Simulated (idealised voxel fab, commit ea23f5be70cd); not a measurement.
process module | voxel local oxidation
cross-section cut | 210 nm wide | cells 5 nm
A cross-section is a grid of square cells, given in bands from the top down. A band is one or more rows of cells.
Each band's line starts with the height of the band's top and of its bottom, in nm. Then come its materials from left to right, each with its width in nm. One material with "throughout" fills the band from edge to edge. "air" is empty space.
Height 0 is the level under which the wafer as received is all one material. The lowest band goes on downwards, as in "0 down".
A width such as "30 to 40" changes by the same amount from each row of cells to the next, from the band's top row to its bottom row.
"no change" after a step means that no cell of the cross-section changed.
closed voids: empty space of 8 cells or more with no open way to the top, each as width x height at its distance from the left edge, in nm
after a step's settings: what the simulator itself notes on the step
overlay nm, on a step with a mask: how far to the right of its planned place the mask lay; to the left if negative
plan
1 op RECEIVE | material Si
2 op OXIDIZE | depth nm 5
3 op CONFORMAL_DEP | material SiN | thk nm 15
4 op MASKED_ETCH | tone cover | mask id ACTIVE | width nm 110 | etch materials SiN | depth nm 15 | overlay nm 0
5 op SELECTIVE_ETCH | etch materials SiO2 | depth nm 5
6 op OXIDIZE | depth nm 15
7 op STRIP | etch materials SiN
first wafer, as planned
as received, after step 1
  0 down: Si throughout
  closed voids: none
after step 2
  0 to -5: SiO2 throughout
  below -5: unchanged
after step 3
  15 to 0: SiN throughout
  below 0: unchanged
after step 4
  15 to 0: air 50 | SiN 110 | air 50
  below 0: unchanged
after step 5
  15 to 0: air 50 | SiN 110 | air 50
  0 to -5: air 55 | SiO2 100 | air 55
  below -5: unchanged
after step 6
  15 to 0: air 50 | SiN 110 | air 50
  0 to -5: air 55 | SiO2 100 | air 55
  -5 to -20: SiO2 70 | Si 70 | SiO2 70
  below -20: unchanged
after step 7
  0 to -5: air 55 | SiO2 100 | air 55
  below -5: unchanged
second wafer: like start, like plan, one mistake. Through step 1 it matches the first wafer
when step 2 should have ended
  0 to -5: SiO2 throughout
  below -5: unchanged
when step 3 should have ended
  15 to 0: SiN throughout
  below 0: unchanged
when step 4 should have ended
  15 to 0: air 50 | SiN 110 | air 50
  below 0: unchanged
when step 5 should have ended
  15 to 0: air 50 | SiN 110 | air 50
  0 to -5: air 55 | SiO2 100 | air 55
  below -5: unchanged
when step 6 should have ended
  15 to 0: air 50 | SiN 110 | air 50
  0 to -5: air 55 | SiO2 100 | air 55
  -5 to -20: SiO2 70 | Si 70 | SiO2 70
  below -20: unchanged
when step 7 should have ended
  0 to -5: air 55 | SiO2 100 | air 55
  below -5: unchanged
what went wrong: step 2 was run twice
at the end the two cross-sections are the same: no effect in what this model computes
